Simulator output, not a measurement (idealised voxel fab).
Name of the process module below: voxel lift off
Displayed cross-section: cut, width of 175 nm, square cells sized 5 nm.
Cross-sections here: square-cell grids, written as top-down lists of bands, a band being one or more rows of cells.
Top, bottom (nm), then materials left to right with widths (nm); lone material tagged "everywhere" fills the whole band edge to edge; "air" = empty space.
All heights in this document are referenced to 0, defined as the level beneath which the wafer, as received, consists entirely of one material. The lowest band is not bounded below; it extends indefinitely downward and is written in the form "top 0, no bottom".
A width such as "30->40" changes by the same amount from each row of cells to the next, from the band's top row to its bottom row.
"no change" means the step left every cell of the cross-section as it was.
Each empty space that has no open way to the top and spans at least 8 cells appears under "Closed void list" as width x height at distance, the distance counted from the left edge, all in nm.
On a step's line, text after the settings is the simulator commenting on that step.
For masked steps, "overlay nm" on the step line gives how far right of plan the mask actually lay; a minus sign means it lay to the left.
## Process steps (planned)
1. RECEIVE,material Si
2. CONFORMAL_DEP,material SiO2,thk nm 15
3. PATTERN,tone open,mask id LINES,material resist,width nm 30,pitch nm 45,thk nm 30,overlay nm 0
4. DIRECTIONAL_DEP,material Ru,thk nm 5
5. STRIP,etch materials resist
6. CONFORMAL_DEP,material SiO2,thk nm 5
What sets these wafers apart? The thk nm at step 4. They all start alike, and the plan carries the first wafer's value.
## First wafer of several, as received: cross-section after step 1
  top 0, no bottom = Si everywhere
  Closed void list: none
## After the module's final step, step 6: the first of several wafers in cross-section
  top 25, bottom 20 = air=45, then SiO2=40, then air=5, then SiO2=40, then air=45
  top 20, bottom 15 = SiO2=50, then Ru=30, then SiO2=15, then Ru=30, then SiO2=50
  top 15, bottom 0 = SiO2 everywhere
  top 0, no bottom = Si everywhere
  Closed void list: none
## Last wafer x-sec, end of module
  top 45, bottom 40 = air=45, then SiO2=40, then air=5, then SiO2=40, then air=45
  top 40, bottom 20 = air=45, then SiO2=5, then Ru=30, then SiO2=5, then air=5, then SiO2=5, then Ru=30, then SiO2=5, then air=45
  top 20, bottom 15 = SiO2=50, then Ru=30, then SiO2=15, then Ru=30, then SiO2=50
  top 15, bottom 0 = SiO2 everywhere
  top 0, no bottom = Si everywhere
  Closed void list: none
## each wafer at the end: cells of each material gained (+) or lost (-) since it was received, then its closed voids
thk nm 5; +12 Ru; +144 SiO2; Closed void list: none
thk nm 10; +24 Ru; +148 SiO2; Closed void list: none
thk nm 15; +36 Ru; +152 SiO2; Closed void list: none
thk nm 20; +48 Ru; +156 SiO2; Closed void list: none
thk nm 25; +60 Ru; +160 SiO2; Closed void list: none
